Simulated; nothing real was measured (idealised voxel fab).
Process module heading - voxel transistor to metal
It is cross-section cut that appears here, measuring 150 nm in width, its square cells being 5 nm in size.
Cross-section layout: square cells on a grid; listed as bands, top to bottom; a band spans one or more cell rows. Top height, bottom height, nm. Materials left to right, width each, nm. Single material + "all across" = fills band edge to edge. "empty" = empty. Convention: height 0 is the level below which the wafer, as received, is all one material. The lowest band does not terminate at the bottom but continues downward, represented as "0 and below". Note: "30->40" means the width goes from the first number (top row of the band) to the second number (bottom row) in equal steps per row of cells. Where a step carries "nothing was modified", the cross-section came out of it unchanged, cell for cell. Empty spaces counting at least 8 cells and having no open way to the top are listed in "Enclosed void entries". The notation width x height at distance is used for each, the distance being from the left edge and all three values in nm. It should be noted that, on the line of a given step, the content following the step's settings is a remark produced by the simulator itself with respect to that step. "overlay nm" answers the question of how far to the right of plan the mask lay on a step that has a mask, and when it is negative the answer is to the left.

### Process steps - plan
step 1: RECEIVE, material Si
step 2: OXIDIZE, depth nm 5
step 3: CONFORMAL_DEP, material SiN, thk nm 15
step 4: DIRECTIONAL_DEP, material aC, thk nm 15
step 5: PATTERN, tone cover, mask id ACTIVE, material resist, width nm 95, thk nm 30, overlay nm 0
step 6: DIRECTIONAL_ETCH, etch materials aC, depth nm 15
step 7: STRIP, etch materials resist
step 8: DIRECTIONAL_ETCH, etch materials SiN, depth nm 15
step 9: DIRECTIONAL_ETCH, etch materials SiO2, depth nm 5
step 10: DIRECTIONAL_ETCH, etch materials Si, depth nm 35
step 11: STRIP, etch materials aC
step 12: OXIDIZE, depth nm 5
step 13: FILL_DEP, material SiO2, thk nm 5
step 14: CMP, height nm 15
step 15: SELECTIVE_ETCH, etch materials SiO2, depth nm 5
step 16: STRIP, etch materials SiN
step 17: SELECTIVE_ETCH, etch materials SiO2, depth nm 5
step 18: OXIDIZE, depth nm 5
step 19: DIRECTIONAL_DEP, material polySi, thk nm 25
step 20: DIRECTIONAL_DEP, material SiCN, thk nm 15
step 21: DIRECTIONAL_DEP, material aC, thk nm 10
step 22: PATTERN, tone cover, mask id GATE, material resist, width nm 15, thk nm 30, overlay nm 0
step 23: DIRECTIONAL_ETCH, etch materials aC, depth nm 10
step 24: STRIP, etch materials resist
step 25: DIRECTIONAL_ETCH, etch materials SiCN, depth nm 25
step 26: DIRECTIONAL_ETCH, etch materials polySi, depth nm 35
step 27: STRIP, etch materials aC
step 28: CONFORMAL_DEP, material SiO2, thk nm 5
step 29: DIRECTIONAL_ETCH, etch materials SiO2, depth nm 5
step 30: CONFORMAL_DEP, material SiN, thk nm 10
step 31: DIRECTIONAL_ETCH, etch materials SiN, depth nm 10
step 32: DIRECTIONAL_ETCH, etch materials SiO2, depth nm 5
step 33: EPI, material SiGe, thk nm 5
step 34: FILL_DEP, material SiO2, thk nm 10
step 35: CMP, height nm 35
step 36: DIRECTIONAL_DEP, material SiO2, thk nm 15
step 37: MASKED_ETCH, tone open, mask id CONTACT, width nm 30, pitch nm 55, etch materials SiO2, depth nm 55, overlay nm 0
step 38: CONFORMAL_DEP, material TiN, thk nm 5
step 39: FILL_DEP, material W, thk nm 5
step 40: CMP, height nm 50
step 41: CONFORMAL_DEP, material SiN, thk nm 5
step 42: DIRECTIONAL_DEP, material lowk, thk nm 15
step 43: MASKED_ETCH, tone open, mask id METAL_1, width nm 15, pitch nm 70, etch materials lowk, depth nm 15, overlay nm 0
step 44: MASKED_ETCH, tone open, mask id METAL_1, width nm 15, pitch nm 70, etch materials SiN, depth nm 5, overlay nm 0
step 45: CONFORMAL_DEP, material TiN, thk nm 5
step 46: FILL_DEP, material Cu, thk nm 5
step 47: CMP, height nm 70
step 48: CONFORMAL_DEP, material SiCN, thk nm 5

### First of two wafers - as planned

### Received-state cross-section, reflecting completion of step 1
0 and below | Si all across
Enclosed void entries: none

### Wafer xsec, post step 2
0 down to -5 | SiO2 all across
All layers under -5 are left as they were.

### Wafer xsec, post step 3
15 down to 0 | SiN all across
All layers under 0 are left as they were.

### Wafer xsec, post step 4
30 down to 15 | aC all across
All layers under 15 are left as they were.

### Wafer xsec, post step 5
60 down to 30 | empty=25  resist=95  empty=30
All layers under 30 are left as they were.

### Wafer xsec, post step 6
45 down to 30 | empty=25  resist=95  empty=30
30 down to 15 | empty=25  aC=95  empty=30
All layers under 15 are left as they were.

### Wafer xsec, post step 7
30 down to 15 | empty=25  aC=95  empty=30
All layers under 15 are left as they were.

### Wafer xsec, post step 8
30 down to 15 | empty=25  aC=95  empty=30
15 down to 0 | empty=25  SiN=95  empty=30
All layers under 0 are left as they were.

### Wafer xsec, post step 9
30 down to 15 | empty=25  aC=95  empty=30
15 down to 0 | empty=25  SiN=95  empty=30
0 down to -5 | empty=25  SiO2=95  empty=30
All layers under -5 are left as they were.

### Wafer xsec, post step 10
30 down to 15 | empty=25  aC=95  empty=30
15 down to 0 | empty=25  SiN=95  empty=30
0 down to -5 | empty=25  SiO2=95  empty=30
-5 down to -40 | empty=25  Si=95  empty=30
All layers under -40 are left as they were.

### Wafer xsec, post step 11
15 down to 0 | empty=25  SiN=95  empty=30
All layers under 0 are left as they were.

### Wafer xsec, post step 12
15 down to 0 | empty=25  SiN=95  empty=30
0 down to -5 | empty=25  SiO2=95  empty=30
-5 down to -40 | empty=25  SiO2=5  Si=85  SiO2=5  empty=30
-40 down to -45 | SiO2=30  Si=85  SiO2=35
All layers under -45 are left as they were.

### Wafer xsec, post step 13
20 down to 15 | SiO2 all across
15 down to 0 | SiO2=25  SiN=95  SiO2=30
0 down to -5 | SiO2 all across
-5 down to -45 | SiO2=30  Si=85  SiO2=35
All layers under -45 are left as they were.

### Wafer xsec, post step 14
15 down to 0 | SiO2=25  SiN=95  SiO2=30
All layers under 0 are left as they were.

### Wafer xsec, post step 15
15 down to 10 | empty=25  SiN=95  empty=30
All layers under 10 are left as they were.

### Wafer xsec, post step 16
10 down to 0 | SiO2=25  empty=95  SiO2=30
All layers under 0 are left as they were.

### Wafer xsec, post step 17
5 down to -5 | SiO2=20  empty=105  SiO2=25
All layers under -5 are left as they were.

### Wafer xsec, post step 18
5 down to -5 | SiO2=20  empty=105  SiO2=25
-5 down to -10 | SiO2 all across
All layers under -10 are left as they were.

### Wafer xsec, post step 19
30 down to 20 | polySi=20  empty=105  polySi=25
20 down to 5 | polySi all across
5 down to -5 | SiO2=20  polySi=105  SiO2=25
All layers under -5 are left as they were.

### Wafer xsec, post step 20
45 down to 35 | SiCN=20  empty=105  SiCN=25
35 down to 30 | SiCN all across
30 down to 20 | polySi=20  SiCN=105  polySi=25
All layers under 20 are left as they were.

### Wafer xsec, post step 21
55 down to 45 | aC=20  empty=105  aC=25
45 down to 35 | SiCN=20  aC=105  SiCN=25
All layers under 35 are left as they were.

### Wafer xsec, post step 22
85 down to 55 | empty=65  resist=15  empty=70
55 down to 45 | aC=20  empty=45  resist=15  empty=45  aC=25
All layers under 45 are left as they were.

### Wafer xsec, post step 23
75 down to 45 | empty=65  resist=15  empty=70
45 down to 35 | SiCN=20  empty=45  aC=15  empty=45  SiCN=25
All layers under 35 are left as they were.

### Wafer xsec, post step 24
45 down to 35 | SiCN=20  empty=45  aC=15  empty=45  SiCN=25
All layers under 35 are left as they were.

### Wafer xsec, post step 25
45 down to 35 | empty=65  aC=15  empty=70
35 down to 30 | empty=65  SiCN=15  empty=70
30 down to 20 | polySi=20  empty=45  SiCN=15  empty=45  polySi=25
All layers under 20 are left as they were.

### Wafer xsec, post step 26
45 down to 35 | empty=65  aC=15  empty=70
35 down to 20 | empty=65  SiCN=15  empty=70
20 down to 5 | empty=65  polySi=15  empty=70
5 down to -5 | SiO2=20  empty=45  polySi=15  empty=45  SiO2=25
All layers under -5 are left as they were.

### Wafer xsec, post step 27
35 down to 20 | empty=65  SiCN=15  empty=70
All layers under 20 are left as they were.

### Wafer xsec, post step 28
40 down to 35 | empty=60  SiO2=25  empty=65
35 down to 20 | empty=60  SiO2=5  SiCN=15  SiO2=5  empty=65
20 down to 10 | empty=60  SiO2=5  polySi=15  SiO2=5  empty=65
10 down to 0 | SiO2=25  empty=35  SiO2=5  polySi=15  SiO2=5  empty=35  SiO2=30
0 down to -5 | SiO2=65  polySi=15  SiO2=70
All layers under -5 are left as they were.

### Wafer xsec, post step 29
35 down to 20 | empty=60  SiO2=5  SiCN=15  SiO2=5  empty=65
20 down to 5 | empty=60  SiO2=5  polySi=15  SiO2=5  empty=65
5 down to -5 | SiO2=25  empty=35  SiO2=5  polySi=15  SiO2=5  empty=35  SiO2=30
All layers under -5 are left as they were.

### Wafer xsec, post step 30
45 down to 35 | empty=50  SiN=45  empty=55
35 down to 20 | empty=50  SiN=10  SiO2=5  SiCN=15  SiO2=5  SiN=10  empty=55
20 down to 15 | empty=50  SiN=10  SiO2=5  polySi=15  SiO2=5  SiN=10  empty=55
15 down to 5 | SiN=35  empty=15  SiN=10  SiO2=5  polySi=15  SiO2=5  SiN=10  empty=15  SiN=40
5 down to -5 | SiO2=25  SiN=35  SiO2=5  polySi=15  SiO2=5  SiN=35  SiO2=30
All layers under -5 are left as they were.

### Wafer xsec, post step 31
35 down to 20 | empty=50  SiN=10  SiO2=5  SiCN=15  SiO2=5  SiN=10  empty=55
20 down to 5 | empty=50  SiN=10  SiO2=5  polySi=15  SiO2=5  SiN=10  empty=55
5 down to -5 | SiO2=25  SiN=10  empty=15  SiN=10  SiO2=5  polySi=15  SiO2=5  SiN=10  empty=15  SiN=10  SiO2=30
All layers under -5 are left as they were.

### Wafer xsec, post step 32
35 down to 30 | empty=50  SiN=10  empty=5  SiCN=15  empty=5  SiN=10  empty=55
30 down to 20 | empty=50  SiN=10  SiO2=5  SiCN=15  SiO2=5  SiN=10  empty=55
20 down to 5 | empty=50  SiN=10  SiO2=5  polySi=15  SiO2=5  SiN=10  empty=55
5 down to 0 | empty=25  SiN=10  empty=15  SiN=10  SiO2=5  polySi=15  SiO2=5  SiN=10  empty=15  SiN=10  empty=30
0 down to -5 | SiO2=25  SiN=10  empty=15  SiN=10  SiO2=5  polySi=15  SiO2=5  SiN=10  empty=15  SiN=10  SiO2=30
-5 down to -10 | SiO2=35  empty=15  SiO2=45  empty=15  SiO2=40
All layers under -10 are left as they were.

### Wafer xsec, post step 33
35 down to 30 | empty=50  SiN=10  empty=5  SiCN=15  empty=5  SiN=10  empty=55
30 down to 20 | empty=50  SiN=10  SiO2=5  SiCN=15  SiO2=5  SiN=10  empty=55
20 down to 5 | empty=50  SiN=10  SiO2=5  polySi=15  SiO2=5  SiN=10  empty=55
5 down to 0 | empty=25  SiN=10  empty=15  SiN=10  SiO2=5  polySi=15  SiO2=5  SiN=10  empty=15  SiN=10  empty=30
0 down to -5 | SiO2=25  SiN=10  empty=15  SiN=10  SiO2=5  polySi=15  SiO2=5  SiN=10  empty=15  SiN=10  SiO2=30
-5 down to -10 | SiO2=35  SiGe=15  SiO2=45  SiGe=15  SiO2=40
All layers under -10 are left as they were.

### Wafer xsec, post step 34
45 down to 35 | SiO2 all across
35 down to 20 | SiO2=50  SiN=10  SiO2=5  SiCN=15  SiO2=5  SiN=10  SiO2=55
20 down to 5 | SiO2=50  SiN=10  SiO2=5  polySi=15  SiO2=5  SiN=10  SiO2=55
5 down to -5 | SiO2=25  SiN=10  SiO2=15  SiN=10  SiO2=5  polySi=15  SiO2=5  SiN=10  SiO2=15  SiN=10  SiO2=30
All layers under -5 are left as they were.

### Wafer xsec, post step 35
35 down to 20 | SiO2=50  SiN=10  SiO2=5  SiCN=15  SiO2=5  SiN=10  SiO2=55
All layers under 20 are left as they were.

### Wafer xsec, post step 36
50 down to 35 | SiO2 all across
All layers under 35 are left as they were.

### Wafer xsec, post step 37
50 down to 35 | SiO2=30  empty=30  SiO2=25  empty=30  SiO2=35
35 down to 20 | SiO2=30  empty=20  SiN=10  SiO2=5  SiCN=15  SiO2=5  SiN=10  empty=20  SiO2=35
20 down to 5 | SiO2=30  empty=20  SiN=10  SiO2=5  polySi=15  SiO2=5  SiN=10  empty=20  SiO2=35
5 down to -5 | SiO2=25  SiN=10  empty=15  SiN=10  SiO2=5  polySi=15  SiO2=5  SiN=10  empty=15  SiN=10  SiO2=30
All layers under -5 are left as they were.

### Wafer xsec, post step 38
55 down to 50 | TiN=35  empty=20  TiN=35  empty=20  TiN=40
50 down to 40 | SiO2=30  TiN=5  empty=20  TiN=5  SiO2=25  TiN=5  empty=20  TiN=5  SiO2=35
40 down to 35 | SiO2=30  TiN=5  empty=10  TiN=15  SiO2=25  TiN=15  empty=10  TiN=5  SiO2=35
35 down to 20 | SiO2=30  TiN=5  empty=10  TiN=5  SiN=10  SiO2=5  SiCN=15  SiO2=5  SiN=10  TiN=5  empty=10  TiN=5  SiO2=35
20 down to 10 | SiO2=30  TiN=5  empty=10  TiN=5  SiN=10  SiO2=5  polySi=15  SiO2=5  SiN=10  TiN=5  empty=10  TiN=5  SiO2=35
10 down to 5 | SiO2=30  TiN=10  empty=5  TiN=5  SiN=10  SiO2=5  polySi=15  SiO2=5  SiN=10  TiN=5  empty=5  TiN=10  SiO2=35
5 down to 0 | SiO2=25  SiN=10  TiN=5  empty=5  TiN=5  SiN=10  SiO2=5  polySi=15  SiO2=5  SiN=10  TiN=5  empty=5  TiN=5  SiN=10  SiO2=30
0 down to -5 | SiO2=25  SiN=10  TiN=15  SiN=10  SiO2=5  polySi=15  SiO2=5  SiN=10  TiN=15  SiN=10  SiO2=30
All layers under -5 are left as they were.

### Wafer xsec, post step 39
60 down to 55 | W all across
55 down to 50 | TiN=35  W=20  TiN=35  W=20  TiN=40
50 down to 40 | SiO2=30  TiN=5  W=20  TiN=5  SiO2=25  TiN=5  W=20  TiN=5  SiO2=35
40 down to 35 | SiO2=30  TiN=5  W=10  TiN=15  SiO2=25  TiN=15  W=10  TiN=5  SiO2=35
35 down to 20 | SiO2=30  TiN=5  W=10  TiN=5  SiN=10  SiO2=5  SiCN=15  SiO2=5  SiN=10  TiN=5  W=10  TiN=5  SiO2=35
20 down to 10 | SiO2=30  TiN=5  W=10  TiN=5  SiN=10  SiO2=5  polySi=15  SiO2=5  SiN=10  TiN=5  W=10  TiN=5  SiO2=35
10 down to 5 | SiO2=30  TiN=10  W=5  TiN=5  SiN=10  SiO2=5  polySi=15  SiO2=5  SiN=10  TiN=5  W=5  TiN=10  SiO2=35
5 down to 0 | SiO2=25  SiN=10  TiN=5  W=5  TiN=5  SiN=10  SiO2=5  polySi=15  SiO2=5  SiN=10  TiN=5  W=5  TiN=5  SiN=10  SiO2=30
All layers under 0 are left as they were.

### Wafer xsec, post step 40
50 down to 40 | SiO2=30  TiN=5  W=20  TiN=5  SiO2=25  TiN=5  W=20  TiN=5  SiO2=35
All layers under 40 are left as they were.

### Wafer xsec, post step 41
55 down to 50 | SiN all across
All layers under 50 are left as they were.

### Wafer xsec, post step 42
70 down to 55 | lowk all across
All layers under 55 are left as they were.

### Wafer xsec, post step 43
70 down to 55 | lowk=30  empty=15  lowk=55  empty=15  lowk=35
All layers under 55 are left as they were.

### Wafer xsec, post step 44
70 down to 55 | lowk=30  empty=15  lowk=55  empty=15  lowk=35
55 down to 50 | SiN=30  empty=15  SiN=55  empty=15  SiN=35
All layers under 50 are left as they were.

### Wafer xsec, post step 45
75 down to 70 | TiN=35  empty=5  TiN=65  empty=5  TiN=40
70 down to 55 | lowk=30  TiN=5  empty=5  TiN=5  lowk=55  TiN=5  empty=5  TiN=5  lowk=35
55 down to 50 | SiN=30  TiN=15  SiN=55  TiN=15  SiN=35
All layers under 50 are left as they were.

### Wafer xsec, post step 46
80 down to 75 | Cu all across
75 down to 70 | TiN=35  Cu=5  TiN=65  Cu=5  TiN=40
70 down to 55 | lowk=30  TiN=5  Cu=5  TiN=5  lowk=55  TiN=5  Cu=5  TiN=5  lowk=35
All layers under 55 are left as they were.

### Wafer xsec, post step 47
70 down to 55 | lowk=30  TiN=5  Cu=5  TiN=5  lowk=55  TiN=5  Cu=5  TiN=5  lowk=35
All layers under 55 are left as they were.

### Wafer xsec, post step 48
75 down to 70 | SiCN all across
All layers under 70 are left as they were.

### Here the second wafer is described. Its start and its plan were those of the first wafer. Its run contained one mistake. Up to and including step 14, it did exactly what the first wafer did

### Second wafer shown in cross-section at the time step 15 was slated to end
15 down to 0 | SiO2=25  empty=95  SiO2=30
All layers under 0 are left as they were.

### Second wafer shown in cross-section at the time step 16 was slated to end
10 down to -5 | SiO2=20  empty=105  SiO2=25
All layers under -5 are left as they were.

### Second wafer shown in cross-section at the time step 17 was slated to end
5 down to -5 | SiO2=15  empty=115  SiO2=20
-5 down to -10 | SiO2=15  empty=15  Si=85  empty=15  SiO2=20
All layers under -10 are left as they were.

### Second wafer shown in cross-section at the time step 18 was slated to end
5 down to -5 | SiO2=15  empty=115  SiO2=20
-5 down to -10 | SiO2=15  empty=15  SiO2=85  empty=15  SiO2=20
-10 down to -15 | SiO2=35  Si=75  SiO2=40
All layers under -15 are left as they were.

### Second wafer shown in cross-section at the time step 19 was slated to end
30 down to 20 | polySi=15  empty=115  polySi=20
20 down to 15 | polySi=15  empty=15  polySi=85  empty=15  polySi=20
15 down to 5 | polySi all across
5 down to -5 | SiO2=15  polySi=115  SiO2=20
-5 down to -10 | SiO2=15  polySi=15  SiO2=85  polySi=15  SiO2=20
All layers under -10 are left as they were.

### Second wafer shown in cross-section at the time step 20 was slated to end
45 down to 35 | SiCN=15  empty=115  SiCN=20
35 down to 30 | SiCN=15  empty=15  SiCN=85  empty=15  SiCN=20
30 down to 20 | polySi=15  SiCN=115  polySi=20
20 down to 15 | polySi=15  SiCN=15  polySi=85  SiCN=15  polySi=20
All layers under 15 are left as they were.

### Second wafer shown in cross-section at the time step 21 was slated to end
55 down to 45 | aC=15  empty=115  aC=20
45 down to 40 | SiCN=15  empty=15  aC=85  empty=15  SiCN=20
40 down to 35 | SiCN=15  aC=115  SiCN=20
35 down to 30 | SiCN=15  aC=15  SiCN=85  aC=15  SiCN=20
All layers under 30 are left as they were.

### Second wafer shown in cross-section at the time step 22 was slated to end
85 down to 55 | empty=65  resist=15  empty=70
55 down to 45 | aC=15  empty=50  resist=15  empty=50  aC=20
All layers under 45 are left as they were.

### Second wafer shown in cross-section at the time step 23 was slated to end
75 down to 45 | empty=65  resist=15  empty=70
45 down to 35 | SiCN=15  empty=50  aC=15  empty=50  SiCN=20
35 down to 30 | SiCN=15  empty=15  SiCN=85  empty=15  SiCN=20
All layers under 30 are left as they were.

### Second wafer shown in cross-section at the time step 24 was slated to end
45 down to 35 | SiCN=15  empty=50  aC=15  empty=50  SiCN=20
All layers under 35 are left as they were.

### Second wafer shown in cross-section at the time step 25 was slated to end
45 down to 35 | empty=65  aC=15  empty=70
35 down to 30 | empty=65  SiCN=15  empty=70
30 down to 20 | polySi=15  empty=50  SiCN=15  empty=50  polySi=20
20 down to 15 | polySi=15  empty=15  polySi=85  empty=15  polySi=20
All layers under 15 are left as they were.

### Second wafer shown in cross-section at the time step 26 was slated to end
45 down to 35 | empty=65  aC=15  empty=70
35 down to 20 | empty=65  SiCN=15  empty=70
20 down to 5 | empty=65  polySi=15  empty=70
5 down to -5 | SiO2=15  empty=50  polySi=15  empty=50  SiO2=20
-5 down to -10 | SiO2=15  empty=15  SiO2=85  empty=15  SiO2=20
All layers under -10 are left as they were.

### Second wafer shown in cross-section at the time step 27 was slated to end
35 down to 20 | empty=65  SiCN=15  empty=70
All layers under 20 are left as they were.

### Second wafer shown in cross-section at the time step 28 was slated to end
40 down to 35 | empty=60  SiO2=25  empty=65
35 down to 20 | empty=60  SiO2=5  SiCN=15  SiO2=5  empty=65
20 down to 10 | empty=60  SiO2=5  polySi=15  SiO2=5  empty=65
10 down to 0 | SiO2=20  empty=40  SiO2=5  polySi=15  SiO2=5  empty=40  SiO2=25
0 down to -5 | SiO2=20  empty=5  SiO2=40  polySi=15  SiO2=40  empty=5  SiO2=25
-5 down to -10 | SiO2 all across
All layers under -10 are left as they were.

### Second wafer shown in cross-section at the time step 29 was slated to end
35 down to 20 | empty=60  SiO2=5  SiCN=15  SiO2=5  empty=65
20 down to 5 | empty=60  SiO2=5  polySi=15  SiO2=5  empty=65
5 down to -5 | SiO2=20  empty=40  SiO2=5  polySi=15  SiO2=5  empty=40  SiO2=25
-5 down to -10 | SiO2=20  empty=5  SiO2=95  empty=5  SiO2=25
All layers under -10 are left as they were.

### Second wafer shown in cross-section at the time step 30 was slated to end
45 down to 35 | empty=50  SiN=45  empty=55
35 down to 20 | empty=50  SiN=10  SiO2=5  SiCN=15  SiO2=5  SiN=10  empty=55
20 down to 15 | empty=50  SiN=10  SiO2=5  polySi=15  SiO2=5  SiN=10  empty=55
15 down to 5 | SiN=30  empty=20  SiN=10  SiO2=5  polySi=15  SiO2=5  SiN=10  empty=20  SiN=35
5 down to -5 | SiO2=20  SiN=40  SiO2=5  polySi=15  SiO2=5  SiN=40  SiO2=25
-5 down to -10 | SiO2=20  SiN=5  SiO2=95  SiN=5  SiO2=25
All layers under -10 are left as they were.

### Second wafer shown in cross-section at the time step 31 was slated to end
35 down to 20 | empty=50  SiN=10  SiO2=5  SiCN=15  SiO2=5  SiN=10  empty=55
20 down to 5 | empty=50  SiN=10  SiO2=5  polySi=15  SiO2=5  SiN=10  empty=55
5 down to -5 | SiO2=20  SiN=10  empty=20  SiN=10  SiO2=5  polySi=15  SiO2=5  SiN=10  empty=20  SiN=10  SiO2=25
All layers under -5 are left as they were.

### Second wafer shown in cross-section at the time step 32 was slated to end
35 down to 30 | empty=50  SiN=10  empty=5  SiCN=15  empty=5  SiN=10  empty=55
30 down to 20 | empty=50  SiN=10  SiO2=5  SiCN=15  SiO2=5  SiN=10  empty=55
20 down to 5 | empty=50  SiN=10  SiO2=5  polySi=15  SiO2=5  SiN=10  empty=55
5 down to 0 | empty=20  SiN=10  empty=20  SiN=10  SiO2=5  polySi=15  SiO2=5  SiN=10  empty=20  SiN=10  empty=25
0 down to -5 | SiO2=20  SiN=10  empty=20  SiN=10  SiO2=5  polySi=15  SiO2=5  SiN=10  empty=20  SiN=10  SiO2=25
-5 down to -10 | SiO2=20  SiN=5  SiO2=5  empty=20  SiO2=45  empty=20  SiO2=5  SiN=5  SiO2=25
All layers under -10 are left as they were.

### Second wafer shown in cross-section at the time step 33 was slated to end
35 down to 30 | empty=50  SiN=10  empty=5  SiCN=15  empty=5  SiN=10  empty=55
30 down to 20 | empty=50  SiN=10  SiO2=5  SiCN=15  SiO2=5  SiN=10  empty=55
20 down to 5 | empty=50  SiN=10  SiO2=5  polySi=15  SiO2=5  SiN=10  empty=55
5 down to 0 | empty=20  SiN=10  empty=20  SiN=10  SiO2=5  polySi=15  SiO2=5  SiN=10  empty=20  SiN=10  empty=25
0 down to -5 | SiO2=20  SiN=10  empty=20  SiN=10  SiO2=5  polySi=15  SiO2=5  SiN=10  empty=20  SiN=10  SiO2=25
-5 down to -10 | SiO2=20  SiN=5  SiO2=5  SiGe=20  SiO2=45  SiGe=20  SiO2=5  SiN=5  SiO2=25
All layers under -10 are left as they were.

### Second wafer shown in cross-section at the time step 34 was slated to end
45 down to 35 | SiO2 all across
35 down to 20 | SiO2=50  SiN=10  SiO2=5  SiCN=15  SiO2=5  SiN=10  SiO2=55
20 down to 5 | SiO2=50  SiN=10  SiO2=5  polySi=15  SiO2=5  SiN=10  SiO2=55
5 down to -5 | SiO2=20  SiN=10  SiO2=20  SiN=10  SiO2=5  polySi=15  SiO2=5  SiN=10  SiO2=20  SiN=10  SiO2=25
All layers under -5 are left as they were.

### Second wafer shown in cross-section at the time step 35 was slated to end
35 down to 20 | SiO2=50  SiN=10  SiO2=5  SiCN=15  SiO2=5  SiN=10  SiO2=55
All layers under 20 are left as they were.

### Second wafer shown in cross-section at the time step 36 was slated to end
50 down to 35 | SiO2 all across
All layers under 35 are left as they were.

### Second wafer shown in cross-section at the time step 37 was slated to end
50 down to 35 | SiO2=30  empty=30  SiO2=25  empty=30  SiO2=35
35 down to 20 | SiO2=30  empty=20  SiN=10  SiO2=5  SiCN=15  SiO2=5  SiN=10  empty=20  SiO2=35
20 down to 5 | SiO2=30  empty=20  SiN=10  SiO2=5  polySi=15  SiO2=5  SiN=10  empty=20  SiO2=35
5 down to -5 | SiO2=20  SiN=10  empty=20  SiN=10  SiO2=5  polySi=15  SiO2=5  SiN=10  empty=20  SiN=10  SiO2=25
All layers under -5 are left as they were.

### Second wafer shown in cross-section at the time step 38 was slated to end
55 down to 50 | TiN=35  empty=20  TiN=35  empty=20  TiN=40
50 down to 40 | SiO2=30  TiN=5  empty=20  TiN=5  SiO2=25  TiN=5  empty=20  TiN=5  SiO2=35
40 down to 35 | SiO2=30  TiN=5  empty=10  TiN=15  SiO2=25  TiN=15  empty=10  TiN=5  SiO2=35
35 down to 20 | SiO2=30  TiN=5  empty=10  TiN=5  SiN=10  SiO2=5  SiCN=15  SiO2=5  SiN=10  TiN=5  empty=10  TiN=5  SiO2=35
20 down to 5 | SiO2=30  TiN=5  empty=10  TiN=5  SiN=10  SiO2=5  polySi=15  SiO2=5  SiN=10  TiN=5  empty=10  TiN=5  SiO2=35
5 down to 0 | SiO2=20  SiN=10  TiN=5  empty=10  TiN=5  SiN=10  SiO2=5  polySi=15  SiO2=5  SiN=10  TiN=5  empty=10  TiN=5  SiN=10  SiO2=25
0 down to -5 | SiO2=20  SiN=10  TiN=20  SiN=10  SiO2=5  polySi=15  SiO2=5  SiN=10  TiN=20  SiN=10  SiO2=25
All layers under -5 are left as they were.

### Second wafer shown in cross-section at the time step 39 was slated to end
60 down to 55 | W all across
55 down to 50 | TiN=35  W=20  TiN=35  W=20  TiN=40
50 down to 40 | SiO2=30  TiN=5  W=20  TiN=5  SiO2=25  TiN=5  W=20  TiN=5  SiO2=35
40 down to 35 | SiO2=30  TiN=5  W=10  TiN=15  SiO2=25  TiN=15  W=10  TiN=5  SiO2=35
35 down to 20 | SiO2=30  TiN=5  W=10  TiN=5  SiN=10  SiO2=5  SiCN=15  SiO2=5  SiN=10  TiN=5  W=10  TiN=5  SiO2=35
20 down to 5 | SiO2=30  TiN=5  W=10  TiN=5  SiN=10  SiO2=5  polySi=15  SiO2=5  SiN=10  TiN=5  W=10  TiN=5  SiO2=35
5 down to 0 | SiO2=20  SiN=10  TiN=5  W=10  TiN=5  SiN=10  SiO2=5  polySi=15  SiO2=5  SiN=10  TiN=5  W=10  TiN=5  SiN=10  SiO2=25
All layers under 0 are left as they were.

### Second wafer shown in cross-section at the time step 40 was slated to end
50 down to 40 | SiO2=30  TiN=5  W=20  TiN=5  SiO2=25  TiN=5  W=20  TiN=5  SiO2=35
All layers under 40 are left as they were.

### Second wafer shown in cross-section at the time step 41 was slated to end
55 down to 50 | SiN all across
All layers under 50 are left as they were.

### Second wafer shown in cross-section at the time step 42 was slated to end
70 down to 55 | lowk all across
All layers under 55 are left as they were.

### Second wafer shown in cross-section at the time step 43 was slated to end
70 down to 55 | lowk=30  empty=15  lowk=55  empty=15  lowk=35
All layers under 55 are left as they were.

### Second wafer shown in cross-section at the time step 44 was slated to end
70 down to 55 | lowk=30  empty=15  lowk=55  empty=15  lowk=35
55 down to 50 | SiN=30  empty=15  SiN=55  empty=15  SiN=35
All layers under 50 are left as they were.

### Second wafer shown in cross-section at the time step 45 was slated to end
75 down to 70 | TiN=35  empty=5  TiN=65  empty=5  TiN=40
70 down to 55 | lowk=30  TiN=5  empty=5  TiN=5  lowk=55  TiN=5  empty=5  TiN=5  lowk=35
55 down to 50 | SiN=30  TiN=15  SiN=55  TiN=15  SiN=35
All layers under 50 are left as they were.

### Second wafer shown in cross-section at the time step 46 was slated to end
80 down to 75 | Cu all across
75 down to 70 | TiN=35  Cu=5  TiN=65  Cu=5  TiN=40
70 down to 55 | lowk=30  TiN=5  Cu=5  TiN=5  lowk=55  TiN=5  Cu=5  TiN=5  lowk=35
All layers under 55 are left as they were.

### Second wafer shown in cross-section at the time step 47 was slated to end
70 down to 55 | lowk=30  TiN=5  Cu=5  TiN=5  lowk=55  TiN=5  Cu=5  TiN=5  lowk=35
All layers under 55 are left as they were.

### Second wafer shown in cross-section at the time step 48 was slated to end
75 down to 70 | SiCN all across
All layers under 70 are left as they were.
Error vs. plan: a sequencing error occurred in which plan steps 15 and 16 were transposed
FYI, end of process, the second wafer has more or fewer cells of some materials than the first: 2 fewer of Si, 2 more of SiGe, 2 more of SiN, 6 fewer of SiO2, 4 more of W
